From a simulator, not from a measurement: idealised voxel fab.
process module | voxel tone inversion
cross-section cut | 260 nm wide | cells 5 nm
A cross-section is a grid of square cells, given in bands from the top down. A band is one or more rows of cells.
Each band's line starts with the height of the band's top and of its bottom, in nm. Then come its materials from left to right, each with its width in nm. One material with "throughout" fills the band from edge to edge. "air" is empty space.
Height 0 is the level under which the wafer as received is all one material. The lowest band goes on downwards, as in "0 down".
A width such as "30 to 40" changes by the same amount from each row of cells to the next, from the band's top row to its bottom row.
"no change" after a step means that no cell of the cross-section changed.
closed voids: empty space of 8 cells or more with no open way to the top, each as width x height at its distance from the left edge, in nm
after a step's settings: what the simulator itself notes on the step
overlay nm, on a step with a mask: how far to the right of its planned place the mask lay; to the left if negative
plan
1 op RECEIVE | material Si
2 op CONFORMAL_DEP | material SiN | thk nm 10
3 op DIRECTIONAL_DEP | material aC | thk nm 25
4 op PATTERN | tone cover | mask id POSTS | material resist | width nm 25 | pitch nm 50 | thk nm 30 | overlay nm 0
5 op DIRECTIONAL_ETCH | etch materials aC | depth nm 25
6 op STRIP | etch materials resist
7 op FILL_DEP | material SiO2 | thk nm 5
8 op CMP | height nm 35
9 op STRIP | etch materials aC
as received, after step 1
  0 down: Si throughout
  closed voids: none
first wafer at the end, as planned
  35 to 10: SiO2 65 | air 25 | SiO2 25 | air 25 | SiO2 25 | air 25 | SiO2 70
  10 to 0: SiN throughout
  0 down: Si throughout
  closed voids: none
second wafer at the end: like start, like plan, one mistake
  35 to 10: SiN 65 | air 25 | SiN 25 | air 25 | SiN 25 | air 25 | SiN 70
  10 to 0: SiN throughout
  0 down: Si throughout
  closed voids: none
what went wrong: step 7 ran as: op FILL_DEP | material SiN | thk nm 5
at the end the second wafer has, in cells: 185 more of SiN | 185 fewer of SiO2
